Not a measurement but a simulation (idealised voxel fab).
Module name: voxel self aligned contacts (process module)
Square cell edge 5 nm, section width 240 nm, ID cut.
Heads up, the way a cross-section reads in here is a grid of square cells, handed over as bands from the top down, with every band being one or more rows of cells.
What a band's entry tells you: where the top is and where the bottom is, as heights in nm, and after that what lies inside, material by material from left to right, each with its width in nm. Empty space is written as the word "blank", and a single material marked with the word "edge to edge" occupies the band from edge to edge.
Ref level 0: as-received wafer is one material below here. Bottom band extends down with no lower bound ("0 -> down").
A width such as "30..40" changes by the same amount from each row of cells to the next, from the band's top row to its bottom row.
"no alterations made" (step): cross-section cells unchanged, all of them.
Under "Unvented internal voids" you'll find the enclosed gaps, the ones with no way out to the top, that are 8 cells or bigger; each reads width x height at distance, with distance counted from the left edge, everything in nm.
Read whatever lies past the settings on a step's line as the simulator's own remark about the step.
overlay nm: where the mask lay relative to plan, measured to the right, on steps with a mask; negatives go left.

# The steps planned for the process are as follows
1) RECEIVE | material Si
2) OXIDIZE | depth nm 5
3) DIRECTIONAL_DEP | material polySi | thk nm 20
4) DIRECTIONAL_DEP | material SiN | thk nm 20
5) PATTERN | tone cover | mask id GATE | material resist | width nm 35 | pitch nm 75 | thk nm 20 | overlay nm 0
6) DIRECTIONAL_ETCH | etch materials SiN | depth nm 20
7) DIRECTIONAL_ETCH | etch materials polySi | depth nm 20
8) STRIP | etch materials resist
9) CONFORMAL_DEP | material SiN | thk nm 10
10) DIRECTIONAL_ETCH | etch materials SiN | depth nm 10
11) FILL_DEP | material SiO2 | thk nm 15
12) CMP | height nm 45
13) MASKED_ETCH | tone open | mask id CONTACT | width nm 50 | pitch nm 75 | etch materials SiO2 | depth nm 50 | overlay nm 0
14) CONFORMAL_DEP | material TiN | thk nm 5
15) FILL_DEP | material W | thk nm 5
16) CMP | height nm 45
17) CONFORMAL_DEP | material SiN | thk nm 5

# Concerning the first of two wafers, which was run in accordance with the plan

# Here's what the wafer looked like in cross-section when it arrived - that's after step 1
0 -> down = Si edge to edge
Unvented internal voids: none

# Wafer after step 2 (cross-section)
0 -> -5 = SiO2 edge to edge
Nothing below the height -5 has changed.

# Wafer after step 3 (cross-section)
20 -> 0 = polySi edge to edge
Nothing below the height 0 has changed.

# Wafer after step 4 (cross-section)
40 -> 20 = SiN edge to edge
Nothing below the height 20 has changed.

# Wafer after step 5 (cross-section)
60 -> 40 = blank 25, resist 35, blank 40, resist 35, blank 40, resist 35, blank 30
Nothing below the height 40 has changed.

# Wafer after step 6 (cross-section)
60 -> 40 = blank 25, resist 35, blank 40, resist 35, blank 40, resist 35, blank 30
40 -> 20 = blank 25, SiN 35, blank 40, SiN 35, blank 40, SiN 35, blank 30
Nothing below the height 20 has changed.

# Wafer after step 7 (cross-section)
60 -> 40 = blank 25, resist 35, blank 40, resist 35, blank 40, resist 35, blank 30
40 -> 20 = blank 25, SiN 35, blank 40, SiN 35, blank 40, SiN 35, blank 30
20 -> 0 = blank 25, polySi 35, blank 40, polySi 35, blank 40, polySi 35, blank 30
Nothing below the height 0 has changed.

# Wafer after step 8 (cross-section)
40 -> 20 = blank 25, SiN 35, blank 40, SiN 35, blank 40, SiN 35, blank 30
Nothing below the height 20 has changed.

# Wafer after step 9 (cross-section)
50 -> 20 = blank 15, SiN 55, blank 20, SiN 55, blank 20, SiN 55, blank 20
20 -> 10 = blank 15, SiN 10, polySi 35, SiN 10, blank 20, SiN 10, polySi 35, SiN 10, blank 20, SiN 10, polySi 35, SiN 10, blank 20
10 -> 0 = SiN 25, polySi 35, SiN 40, polySi 35, SiN 40, polySi 35, SiN 30
Nothing below the height 0 has changed.

# Wafer after step 10 (cross-section)
40 -> 20 = blank 15, SiN 55, blank 20, SiN 55, blank 20, SiN 55, blank 20
20 -> 0 = blank 15, SiN 10, polySi 35, SiN 10, blank 20, SiN 10, polySi 35, SiN 10, blank 20, SiN 10, polySi 35, SiN 10, blank 20
Nothing below the height 0 has changed.

# Wafer after step 11 (cross-section)
55 -> 40 = SiO2 edge to edge
40 -> 20 = SiO2 15, SiN 55, SiO2 20, SiN 55, SiO2 20, SiN 55, SiO2 20
20 -> 0 = SiO2 15, SiN 10, polySi 35, SiN 10, SiO2 20, SiN 10, polySi 35, SiN 10, SiO2 20, SiN 10, polySi 35, SiN 10, SiO2 20
Nothing below the height 0 has changed.

# Wafer after step 12 (cross-section)
45 -> 40 = SiO2 edge to edge
Nothing below the height 40 has changed.

# Wafer after step 13 (cross-section)
45 -> 40 = SiO2 55, blank 50, SiO2 25, blank 50, SiO2 60
40 -> 20 = SiO2 15, SiN 55, blank 20, SiN 55, blank 20, SiN 55, SiO2 20
20 -> 0 = SiO2 15, SiN 10, polySi 35, SiN 10, blank 20, SiN 10, polySi 35, SiN 10, blank 20, SiN 10, polySi 35, SiN 10, SiO2 20
0 -> -5 = SiO2 70, blank 20, SiO2 55, blank 20, SiO2 75
Nothing below the height -5 has changed.

# Wafer after step 14 (cross-section)
50 -> 45 = TiN 60, blank 40, TiN 35, blank 40, TiN 65
45 -> 40 = SiO2 55, TiN 20, blank 10, TiN 20, SiO2 25, TiN 20, blank 10, TiN 20, SiO2 60
40 -> 20 = SiO2 15, SiN 55, TiN 5, blank 10, TiN 5, SiN 55, TiN 5, blank 10, TiN 5, SiN 55, SiO2 20
20 -> 0 = SiO2 15, SiN 10, polySi 35, SiN 10, TiN 5, blank 10, TiN 5, SiN 10, polySi 35, SiN 10, TiN 5, blank 10, TiN 5, SiN 10, polySi 35, SiN 10, SiO2 20
0 -> -5 = SiO2 70, TiN 20, SiO2 55, TiN 20, SiO2 75
Nothing below the height -5 has changed.

# Wafer after step 15 (cross-section)
55 -> 50 = W edge to edge
50 -> 45 = TiN 60, W 40, TiN 35, W 40, TiN 65
45 -> 40 = SiO2 55, TiN 20, W 10, TiN 20, SiO2 25, TiN 20, W 10, TiN 20, SiO2 60
40 -> 20 = SiO2 15, SiN 55, TiN 5, W 10, TiN 5, SiN 55, TiN 5, W 10, TiN 5, SiN 55, SiO2 20
20 -> 0 = SiO2 15, SiN 10, polySi 35, SiN 10, TiN 5, W 10, TiN 5, SiN 10, polySi 35, SiN 10, TiN 5, W 10, TiN 5, SiN 10, polySi 35, SiN 10, SiO2 20
Nothing below the height 0 has changed.

# Wafer after step 16 (cross-section)
45 -> 40 = SiO2 55, TiN 20, W 10, TiN 20, SiO2 25, TiN 20, W 10, TiN 20, SiO2 60
Nothing below the height 40 has changed.

# Wafer after step 17 (cross-section)
50 -> 45 = SiN edge to edge
Nothing below the height 45 has changed.

# It is to be noted that the second wafer proceeded from the same initial state and according to the same plan as the first, although one mistake was committed in its execution; through step 2, inclusive, the two wafers share an identical history

# Cross-section of the second wafer at the time by which step 3 should have been completed according to the plan
30 -> 0 = polySi edge to edge
Nothing below the height 0 has changed.

# Cross-section of the second wafer at the time by which step 4 should have been completed according to the plan
50 -> 30 = SiN edge to edge
Nothing below the height 30 has changed.

# Cross-section of the second wafer at the time by which step 5 should have been completed according to the plan
70 -> 50 = blank 25, resist 35, blank 40, resist 35, blank 40, resist 35, blank 30
Nothing below the height 50 has changed.

# Cross-section of the second wafer at the time by which step 6 should have been completed according to the plan
70 -> 50 = blank 25, resist 35, blank 40, resist 35, blank 40, resist 35, blank 30
50 -> 30 = blank 25, SiN 35, blank 40, SiN 35, blank 40, SiN 35, blank 30
Nothing below the height 30 has changed.

# Cross-section of the second wafer at the time by which step 7 should have been completed according to the plan
70 -> 50 = blank 25, resist 35, blank 40, resist 35, blank 40, resist 35, blank 30
50 -> 30 = blank 25, SiN 35, blank 40, SiN 35, blank 40, SiN 35, blank 30
30 -> 10 = blank 25, polySi 35, blank 40, polySi 35, blank 40, polySi 35, blank 30
Nothing below the height 10 has changed.

# Cross-section of the second wafer at the time by which step 8 should have been completed according to the plan
50 -> 30 = blank 25, SiN 35, blank 40, SiN 35, blank 40, SiN 35, blank 30
Nothing below the height 30 has changed.

# Cross-section of the second wafer at the time by which step 9 should have been completed according to the plan
60 -> 30 = blank 15, SiN 55, blank 20, SiN 55, blank 20, SiN 55, blank 20
30 -> 20 = blank 15, SiN 10, polySi 35, SiN 10, blank 20, SiN 10, polySi 35, SiN 10, blank 20, SiN 10, polySi 35, SiN 10, blank 20
20 -> 10 = SiN 25, polySi 35, SiN 40, polySi 35, SiN 40, polySi 35, SiN 30
Nothing below the height 10 has changed.

# Cross-section of the second wafer at the time by which step 10 should have been completed according to the plan
50 -> 30 = blank 15, SiN 55, blank 20, SiN 55, blank 20, SiN 55, blank 20
30 -> 10 = blank 15, SiN 10, polySi 35, SiN 10, blank 20, SiN 10, polySi 35, SiN 10, blank 20, SiN 10, polySi 35, SiN 10, blank 20
Nothing below the height 10 has changed.

# Cross-section of the second wafer at the time by which step 11 should have been completed according to the plan
65 -> 50 = SiO2 edge to edge
50 -> 30 = SiO2 15, SiN 55, SiO2 20, SiN 55, SiO2 20, SiN 55, SiO2 20
30 -> 10 = SiO2 15, SiN 10, polySi 35, SiN 10, SiO2 20, SiN 10, polySi 35, SiN 10, SiO2 20, SiN 10, polySi 35, SiN 10, SiO2 20
Nothing below the height 10 has changed.

# Cross-section of the second wafer at the time by which step 12 should have been completed according to the plan
45 -> 30 = SiO2 15, SiN 55, SiO2 20, SiN 55, SiO2 20, SiN 55, SiO2 20
Nothing below the height 30 has changed.

# Cross-section of the second wafer at the time by which step 13 should have been completed according to the plan
45 -> 30 = SiO2 15, SiN 55, blank 20, SiN 55, blank 20, SiN 55, SiO2 20
30 -> 10 = SiO2 15, SiN 10, polySi 35, SiN 10, blank 20, SiN 10, polySi 35, SiN 10, blank 20, SiN 10, polySi 35, SiN 10, SiO2 20
Nothing below the height 10 has changed.

# Cross-section of the second wafer at the time by which step 14 should have been completed according to the plan
50 -> 45 = TiN 75, blank 10, TiN 65, blank 10, TiN 80
45 -> 30 = SiO2 15, SiN 55, TiN 5, blank 10, TiN 5, SiN 55, TiN 5, blank 10, TiN 5, SiN 55, SiO2 20
30 -> 15 = SiO2 15, SiN 10, polySi 35, SiN 10, TiN 5, blank 10, TiN 5, SiN 10, polySi 35, SiN 10, TiN 5, blank 10, TiN 5, SiN 10, polySi 35, SiN 10, SiO2 20
15 -> 10 = SiO2 15, SiN 10, polySi 35, SiN 10, TiN 20, SiN 10, polySi 35, SiN 10, TiN 20, SiN 10, polySi 35, SiN 10, SiO2 20
Nothing below the height 10 has changed.

# Cross-section of the second wafer at the time by which step 15 should have been completed according to the plan
55 -> 50 = W edge to edge
50 -> 45 = TiN 75, W 10, TiN 65, W 10, TiN 80
45 -> 30 = SiO2 15, SiN 55, TiN 5, W 10, TiN 5, SiN 55, TiN 5, W 10, TiN 5, SiN 55, SiO2 20
30 -> 15 = SiO2 15, SiN 10, polySi 35, SiN 10, TiN 5, W 10, TiN 5, SiN 10, polySi 35, SiN 10, TiN 5, W 10, TiN 5, SiN 10, polySi 35, SiN 10, SiO2 20
Nothing below the height 15 has changed.

# Cross-section of the second wafer at the time by which step 16 should have been completed according to the plan
45 -> 30 = SiO2 15, SiN 55, TiN 5, W 10, TiN 5, SiN 55, TiN 5, W 10, TiN 5, SiN 55, SiO2 20
Nothing below the height 30 has changed.

# Cross-section of the second wafer at the time by which step 17 should have been completed according to the plan
50 -> 45 = SiN edge to edge
Nothing below the height 45 has changed.
What was done differently from what was planned? planned and actual differ for step 3; actual: DIRECTIONAL_DEP | material polySi | thk nm 30
FYI, end of process, the second wafer has more or fewer cells of some materials than the first: SiN: 33 fewer, SiO2: 27 fewer, TiN: 24 fewer, W: 12 fewer, polySi: 96 more
